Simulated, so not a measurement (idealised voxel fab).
The name of this process module is voxel ribs on slabs.
The cross-section on display is named cut; it measures 145 nm wide, and its cells are 5 nm squares.
We lay out every cross-section as a grid of square cells and spell it out in bands from the top down, where one band means one or more rows of cells. Each band's line starts with the height of the band's top and of its bottom, in nm. Then come its materials from left to right, each with its width in nm. One material with "everywhere" fills the band from edge to edge. "air" is empty space. Height datum 0, below which the as-received substrate wafer is one material. Lowest band open at the bottom, running downward: "0 down". A two-number width, for instance "30->40", indicates that the width is equal to the first number in the top row of the band and to the second number in the bottom row, and that it changes by a constant amount per row of cells. When a step is marked "nothing changed", none of the cells in the cross-section changed during that step. The list in "Closed-off voids" covers empty spaces of 8 cells or more that cannot reach the top through any open way, and it gives each as width x height at distance; the distance is from the left edge, and width, height and distance are in nm. On each step's line, the part that comes after the settings is the simulator's own comment on the step. If you see "overlay nm" on a step's line and that step has a mask, it's telling you how far right of where it was planned the mask ended up; a negative number means it went left instead.

SO HERE'S THE LINEUP OF PROCESS STEPS WE PLANNED
- 1: RECEIVE | material Si
- 2: DIRECTIONAL_DEP | material SiO2 | thk nm 30
- 3: DIRECTIONAL_DEP | material polySi | thk nm 25
- 4: PATTERN | tone cover | mask id RIB | material resist | width nm 30 | thk nm 15 | overlay nm 0
- 5: DIRECTIONAL_ETCH | etch materials polySi | depth nm 20
- 6: STRIP | etch materials resist
- 7: DIRECTIONAL_DEP | material aC | thk nm 10
- 8: PATTERN | tone cover | mask id SLAB | material resist | width nm 80 | thk nm 30 | overlay nm 0
- 9: DIRECTIONAL_ETCH | etch materials aC | depth nm 10
- 10: STRIP | etch materials resist
- 11: DIRECTIONAL_ETCH | etch materials polySi | depth nm 5
- 12: STRIP | etch materials aC
- 13: FILL_DEP | material SiO2 | thk nm 25
- 14: CMP | height nm 70
- 15: DIRECTIONAL_DEP | material W | thk nm 5
- 16: MASKED_ETCH | tone cover | mask id HEATER | width nm 40 | etch materials W | depth nm 5 | overlay nm 0
- 17: CONFORMAL_DEP | material SiN | thk nm 5

CROSS-SECTION: WAFER ON ARRIVAL = AFTER STEP 1
0 down | Si everywhere
Closed-off voids: none

MODULE COMPLETE - CROSS-SECTION OF THE FIRST OF TWO WAFERS, RUN ACCORDING TO PLAN
80 to 75 | air 45; SiN 50; air 50
75 to 70 | SiN 50; W 40; SiN 55
70 to 55 | SiO2 everywhere
55 to 35 | SiO2 55; polySi 30; SiO2 60
35 to 30 | SiO2 30; polySi 80; SiO2 35
30 to 0 | SiO2 everywhere
0 down | Si everywhere
Closed-off voids: none

HERE IS THE SECOND OF THE TWO WAFERS CUT OPEN AT THE END OF THE MODULE - SAME START, SAME PLAN AS THE FIRST ONE, BUT WE MADE ONE MISTAKE RUNNING IT
80 to 75 | air 45; SiN 50; air 50
75 to 70 | SiN 50; W 40; SiN 55
70 to 60 | SiO2 55->30; polySi 30->80; SiO2 60->35
60 to 0 | SiO2 everywhere
0 down | Si everywhere
Closed-off voids: none
Against the plan, the run slipped here: step 2 of the plan was executed twice over
Final comparison by cell count, materials where the second wafer has more or fewer than the first: 18 more of SiO2; 18 fewer of polySi
